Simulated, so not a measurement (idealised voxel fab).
process module | voxel self aligned contacts
cross-section cut | 245 nm wide | cells 5 nm
A cross-section is a grid of square cells, given in bands from the top down. A band is one or more rows of cells.
Each band's line starts with the height of the band's top and of its bottom, in nm. Then come its materials from left to right, each with its width in nm. One material with "throughout" fills the band from edge to edge. "air" is empty space.
Height 0 is the level under which the wafer as received is all one material. The lowest band goes on downwards, as in "0 down".
A width such as "30 to 40" changes by the same amount from each row of cells to the next, from the band's top row to its bottom row.
"no change" after a step means that no cell of the cross-section changed.
closed voids: empty space of 8 cells or more with no open way to the top, each as width x height at its distance from the left edge, in nm
after a step's settings: what the simulator itself notes on the step
overlay nm, on a step with a mask: how far to the right of its planned place the mask lay; to the left if negative
plan
1 op RECEIVE | material Si
2 op CONFORMAL_DEP | material SiO2 | thk nm 5
3 op DIRECTIONAL_DEP | material polySi | thk nm 20
4 op DIRECTIONAL_DEP | material SiN | thk nm 20
5 op PATTERN | tone cover | mask id GATE | material resist | width nm 35 | pitch nm 70 | thk nm 20 | overlay nm 0
6 op DIRECTIONAL_ETCH | etch materials SiN | depth nm 20
7 op DIRECTIONAL_ETCH | etch materials polySi | depth nm 20
8 op STRIP | etch materials resist
9 op CONFORMAL_DEP | material SiN | thk nm 5
10 op DIRECTIONAL_ETCH | etch materials SiN | depth nm 5
11 op FILL_DEP | material SiO2 | thk nm 10
12 op CMP | height nm 50
13 op DIRECTIONAL_DEP | material aC | thk nm 15
14 op PATTERN | tone open | mask id CONTACT | material resist | width nm 45 | pitch nm 70 | thk nm 35 | overlay nm 0
15 op DIRECTIONAL_ETCH | etch materials aC | depth nm 15
16 op STRIP | etch materials resist
17 op DIRECTIONAL_ETCH | etch materials SiO2 | depth nm 50
18 op STRIP | etch materials aC
19 op CONFORMAL_DEP | material TiN | thk nm 5
20 op FILL_DEP | material W | thk nm 5
21 op CMP | height nm 50
22 op CONFORMAL_DEP | material SiCN | thk nm 5
first wafer, as planned
as received, after step 1
  0 down: Si throughout
  closed voids: none
after step 2
  5 to 0: SiO2 throughout
  below 0: unchanged
after step 3
  25 to 5: polySi throughout
  below 5: unchanged
after step 4
  45 to 25: SiN throughout
  below 25: unchanged
after step 5
  65 to 45: air 35 | resist 35 | air 35 | resist 35 | air 35 | resist 35 | air 35
  below 45: unchanged
after step 6
  65 to 45: air 35 | resist 35 | air 35 | resist 35 | air 35 | resist 35 | air 35
  45 to 25: air 35 | SiN 35 | air 35 | SiN 35 | air 35 | SiN 35 | air 35
  below 25: unchanged
after step 7
  65 to 45: air 35 | resist 35 | air 35 | resist 35 | air 35 | resist 35 | air 35
  45 to 25: air 35 | SiN 35 | air 35 | SiN 35 | air 35 | SiN 35 | air 35
  25 to 5: air 35 | polySi 35 | air 35 | polySi 35 | air 35 | polySi 35 | air 35
  below 5: unchanged
after step 8
  45 to 25: air 35 | SiN 35 | air 35 | SiN 35 | air 35 | SiN 35 | air 35
  below 25: unchanged
after step 9
  50 to 25: air 30 | SiN 45 | air 25 | SiN 45 | air 25 | SiN 45 | air 30
  25 to 10: air 30 | SiN 5 | polySi 35 | SiN 5 | air 25 | SiN 5 | polySi 35 | SiN 5 | air 25 | SiN 5 | polySi 35 | SiN 5 | air 30
  10 to 5: SiN 35 | polySi 35 | SiN 35 | polySi 35 | SiN 35 | polySi 35 | SiN 35
  below 5: unchanged
after step 10
  45 to 25: air 30 | SiN 45 | air 25 | SiN 45 | air 25 | SiN 45 | air 30
  25 to 5: air 30 | SiN 5 | polySi 35 | SiN 5 | air 25 | SiN 5 | polySi 35 | SiN 5 | air 25 | SiN 5 | polySi 35 | SiN 5 | air 30
  below 5: unchanged
after step 11
  55 to 45: SiO2 throughout
  45 to 25: SiO2 30 | SiN 45 | SiO2 25 | SiN 45 | SiO2 25 | SiN 45 | SiO2 30
  25 to 5: SiO2 30 | SiN 5 | polySi 35 | SiN 5 | SiO2 25 | SiN 5 | polySi 35 | SiN 5 | SiO2 25 | SiN 5 | polySi 35 | SiN 5 | SiO2 30
  below 5: unchanged
after step 12
  50 to 45: SiO2 throughout
  below 45: unchanged
after step 13
  65 to 50: aC throughout
  below 50: unchanged
after step 14
  100 to 65: resist 65 | air 45 | resist 25 | air 45 | resist 65
  below 65: unchanged
after step 15
  85 to 65: resist 65 | air 45 | resist 25 | air 45 | resist 65
  65 to 50: aC 65 | air 45 | aC 25 | air 45 | aC 65
  below 50: unchanged
after step 16
  65 to 50: aC 65 | air 45 | aC 25 | air 45 | aC 65
  below 50: unchanged
after step 17
  65 to 50: aC 65 | air 45 | aC 25 | air 45 | aC 65
  50 to 45: SiO2 65 | air 45 | SiO2 25 | air 45 | SiO2 65
  45 to 25: SiO2 30 | SiN 45 | air 25 | SiN 45 | air 25 | SiN 45 | SiO2 30
  25 to 5: SiO2 30 | SiN 5 | polySi 35 | SiN 5 | air 25 | SiN 5 | polySi 35 | SiN 5 | air 25 | SiN 5 | polySi 35 | SiN 5 | SiO2 30
  5 to 0: SiO2 75 | air 25 | SiO2 45 | air 25 | SiO2 75
  below 0: unchanged
after step 18
  50 to 45: SiO2 65 | air 45 | SiO2 25 | air 45 | SiO2 65
  below 45: unchanged
after step 19
  55 to 50: TiN 70 | air 35 | TiN 35 | air 35 | TiN 70
  50 to 45: SiO2 65 | TiN 15 | air 15 | TiN 15 | SiO2 25 | TiN 15 | air 15 | TiN 15 | SiO2 65
  45 to 25: SiO2 30 | SiN 45 | TiN 5 | air 15 | TiN 5 | SiN 45 | TiN 5 | air 15 | TiN 5 | SiN 45 | SiO2 30
  25 to 5: SiO2 30 | SiN 5 | polySi 35 | SiN 5 | TiN 5 | air 15 | TiN 5 | SiN 5 | polySi 35 | SiN 5 | TiN 5 | air 15 | TiN 5 | SiN 5 | polySi 35 | SiN 5 | SiO2 30
  5 to 0: SiO2 75 | TiN 25 | SiO2 45 | TiN 25 | SiO2 75
  below 0: unchanged
after step 20
  60 to 55: W throughout
  55 to 50: TiN 70 | W 35 | TiN 35 | W 35 | TiN 70
  50 to 45: SiO2 65 | TiN 15 | W 15 | TiN 15 | SiO2 25 | TiN 15 | W 15 | TiN 15 | SiO2 65
  45 to 25: SiO2 30 | SiN 45 | TiN 5 | W 15 | TiN 5 | SiN 45 | TiN 5 | W 15 | TiN 5 | SiN 45 | SiO2 30
  25 to 5: SiO2 30 | SiN 5 | polySi 35 | SiN 5 | TiN 5 | W 15 | TiN 5 | SiN 5 | polySi 35 | SiN 5 | TiN 5 | W 15 | TiN 5 | SiN 5 | polySi 35 | SiN 5 | SiO2 30
  below 5: unchanged
after step 21
  50 to 45: SiO2 65 | TiN 15 | W 15 | TiN 15 | SiO2 25 | TiN 15 | W 15 | TiN 15 | SiO2 65
  below 45: unchanged
after step 22
  55 to 50: SiCN throughout
  below 50: unchanged
second wafer: like start, like plan, one mistake. Through step 4 it matches the first wafer
when step 5 should have ended
  65 to 45: air 40 | resist 25 | air 45 | resist 25 | air 45 | resist 25 | air 40
  below 45: unchanged
when step 6 should have ended
  65 to 45: air 40 | resist 25 | air 45 | resist 25 | air 45 | resist 25 | air 40
  45 to 25: air 40 | SiN 25 | air 45 | SiN 25 | air 45 | SiN 25 | air 40
  below 25: unchanged
when step 7 should have ended
  65 to 45: air 40 | resist 25 | air 45 | resist 25 | air 45 | resist 25 | air 40
  45 to 25: air 40 | SiN 25 | air 45 | SiN 25 | air 45 | SiN 25 | air 40
  25 to 5: air 40 | polySi 25 | air 45 | polySi 25 | air 45 | polySi 25 | air 40
  below 5: unchanged
when step 8 should have ended
  45 to 25: air 40 | SiN 25 | air 45 | SiN 25 | air 45 | SiN 25 | air 40
  below 25: unchanged
when step 9 should have ended
  50 to 25: air 35 | SiN 35 | air 35 | SiN 35 | air 35 | SiN 35 | air 35
  25 to 10: air 35 | SiN 5 | polySi 25 | SiN 5 | air 35 | SiN 5 | polySi 25 | SiN 5 | air 35 | SiN 5 | polySi 25 | SiN 5 | air 35
  10 to 5: SiN 40 | polySi 25 | SiN 45 | polySi 25 | SiN 45 | polySi 25 | SiN 40
  below 5: unchanged
when step 10 should have ended
  45 to 25: air 35 | SiN 35 | air 35 | SiN 35 | air 35 | SiN 35 | air 35
  25 to 5: air 35 | SiN 5 | polySi 25 | SiN 5 | air 35 | SiN 5 | polySi 25 | SiN 5 | air 35 | SiN 5 | polySi 25 | SiN 5 | air 35
  below 5: unchanged
when step 11 should have ended
  55 to 45: SiO2 throughout
  45 to 25: SiO2 35 | SiN 35 | SiO2 35 | SiN 35 | SiO2 35 | SiN 35 | SiO2 35
  25 to 5: SiO2 35 | SiN 5 | polySi 25 | SiN 5 | SiO2 35 | SiN 5 | polySi 25 | SiN 5 | SiO2 35 | SiN 5 | polySi 25 | SiN 5 | SiO2 35
  below 5: unchanged
when step 12 should have ended
  50 to 45: SiO2 throughout
  below 45: unchanged
when step 13 should have ended
  65 to 50: aC throughout
  below 50: unchanged
when step 14 should have ended
  100 to 65: resist 65 | air 45 | resist 25 | air 45 | resist 65
  below 65: unchanged
when step 15 should have ended
  85 to 65: resist 65 | air 45 | resist 25 | air 45 | resist 65
  65 to 50: aC 65 | air 45 | aC 25 | air 45 | aC 65
  below 50: unchanged
when step 16 should have ended
  65 to 50: aC 65 | air 45 | aC 25 | air 45 | aC 65
  below 50: unchanged
when step 17 should have ended
  65 to 50: aC 65 | air 45 | aC 25 | air 45 | aC 65
  50 to 45: SiO2 65 | air 45 | SiO2 25 | air 45 | SiO2 65
  45 to 25: SiO2 35 | SiN 35 | air 35 | SiN 35 | air 35 | SiN 35 | SiO2 35
  25 to 5: SiO2 35 | SiN 5 | polySi 25 | SiN 5 | air 35 | SiN 5 | polySi 25 | SiN 5 | air 35 | SiN 5 | polySi 25 | SiN 5 | SiO2 35
  5 to 0: SiO2 70 | air 35 | SiO2 35 | air 35 | SiO2 70
  below 0: unchanged
when step 18 should have ended
  50 to 45: SiO2 65 | air 45 | SiO2 25 | air 45 | SiO2 65
  below 45: unchanged
when step 19 should have ended
  55 to 50: TiN 70 | air 35 | TiN 35 | air 35 | TiN 70
  50 to 45: SiO2 65 | TiN 10 | air 25 | TiN 10 | SiO2 25 | TiN 10 | air 25 | TiN 10 | SiO2 65
  45 to 25: SiO2 35 | SiN 35 | TiN 5 | air 25 | TiN 5 | SiN 35 | TiN 5 | air 25 | TiN 5 | SiN 35 | SiO2 35
  25 to 5: SiO2 35 | SiN 5 | polySi 25 | SiN 5 | TiN 5 | air 25 | TiN 5 | SiN 5 | polySi 25 | SiN 5 | TiN 5 | air 25 | TiN 5 | SiN 5 | polySi 25 | SiN 5 | SiO2 35
  5 to 0: SiO2 70 | TiN 35 | SiO2 35 | TiN 35 | SiO2 70
  below 0: unchanged
when step 20 should have ended
  60 to 55: W throughout
  55 to 50: TiN 70 | W 35 | TiN 35 | W 35 | TiN 70
  50 to 45: SiO2 65 | TiN 10 | W 25 | TiN 10 | SiO2 25 | TiN 10 | W 25 | TiN 10 | SiO2 65
  45 to 25: SiO2 35 | SiN 35 | TiN 5 | W 25 | TiN 5 | SiN 35 | TiN 5 | W 25 | TiN 5 | SiN 35 | SiO2 35
  25 to 5: SiO2 35 | SiN 5 | polySi 25 | SiN 5 | TiN 5 | W 25 | TiN 5 | SiN 5 | polySi 25 | SiN 5 | TiN 5 | W 25 | TiN 5 | SiN 5 | polySi 25 | SiN 5 | SiO2 35
  below 5: unchanged
when step 21 should have ended
  50 to 45: SiO2 65 | TiN 10 | W 25 | TiN 10 | SiO2 25 | TiN 10 | W 25 | TiN 10 | SiO2 65
  below 45: unchanged
when step 22 should have ended
  55 to 50: SiCN throughout
  below 50: unchanged
what went wrong: step 5 ran as: op PATTERN | tone cover | mask id GATE | material resist | width nm 25 | pitch nm 70 | thk nm 20 | overlay nm 0
at the end the second wafer has, in cells: 24 fewer of SiN | 12 more of SiO2 | 36 more of W | 24 fewer of polySi
